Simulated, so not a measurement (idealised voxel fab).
process module | voxel ribs on slabs
cross-section cut | 280 nm wide | cells 5 nm
A cross-section is a grid of square cells, given in bands from the top down. A band is one or more rows of cells.
Each band's line starts with the height of the band's top and of its bottom, in nm. Then come its materials from left to right, each with its width in nm. One material with "throughout" fills the band from edge to edge. "air" is empty space.
Height 0 is the level under which the wafer as received is all one material. The lowest band goes on downwards, as in "0 down".
A width such as "30 to 40" changes by the same amount from each row of cells to the next, from the band's top row to its bottom row.
"no change" after a step means that no cell of the cross-section changed.
closed voids: empty space of 8 cells or more with no open way to the top, each as width x height at its distance from the left edge, in nm
after a step's settings: what the simulator itself notes on the step
overlay nm, on a step with a mask: how far to the right of its planned place the mask lay; to the left if negative
plan
1 op RECEIVE | material Si
2 op DIRECTIONAL_DEP | material SiO2 | thk nm 30
3 op DIRECTIONAL_DEP | material SiN | thk nm 20
4 op PATTERN | tone cover | mask id RIB | material resist | width nm 15 | thk nm 15 | overlay nm 0
5 op DIRECTIONAL_ETCH | etch materials SiN | depth nm 10
6 op STRIP | etch materials resist
7 op MASKED_ETCH | tone cover | mask id SLAB | width nm 45 | etch materials SiN | depth nm 10 | overlay nm 0
8 op FILL_DEP | material SiO2 | thk nm 20
9 op CMP | height nm 60
10 op DIRECTIONAL_DEP | material W | thk nm 5
11 op MASKED_ETCH | tone cover | mask id HEATER | width nm 25 | etch materials W | depth nm 5 | overlay nm 0
12 op CONFORMAL_DEP | material SiO2 | thk nm 5
as received, after step 1
  0 down: Si throughout
  closed voids: none
first wafer at the end, as planned
  70 to 65: air 120 | SiO2 35 | air 125
  65 to 60: SiO2 125 | W 25 | SiO2 130
  60 to 50: SiO2 throughout
  50 to 40: SiO2 130 | SiN 15 | SiO2 135
  40 to 30: SiO2 115 | SiN 45 | SiO2 120
  30 to 0: SiO2 throughout
  0 down: Si throughout
  closed voids: none
second wafer at the end: like start, like plan, one mistake
  70 to 65: air 120 | SiO2 40 | air 120
  65 to 60: SiO2 125 | W 30 | SiO2 125
  60 to 50: SiO2 throughout
  50 to 40: SiO2 130 | SiN 15 | SiO2 135
  40 to 30: SiO2 115 | SiN 45 | SiO2 120
  30 to 0: SiO2 throughout
  0 down: Si throughout
  closed voids: none
what went wrong: step 11 ran as: op MASKED_ETCH | tone cover | mask id HEATER | width nm 30 | etch materials W | depth nm 5 | overlay nm 0
at the end the second wafer has, in cells: 1 more of W
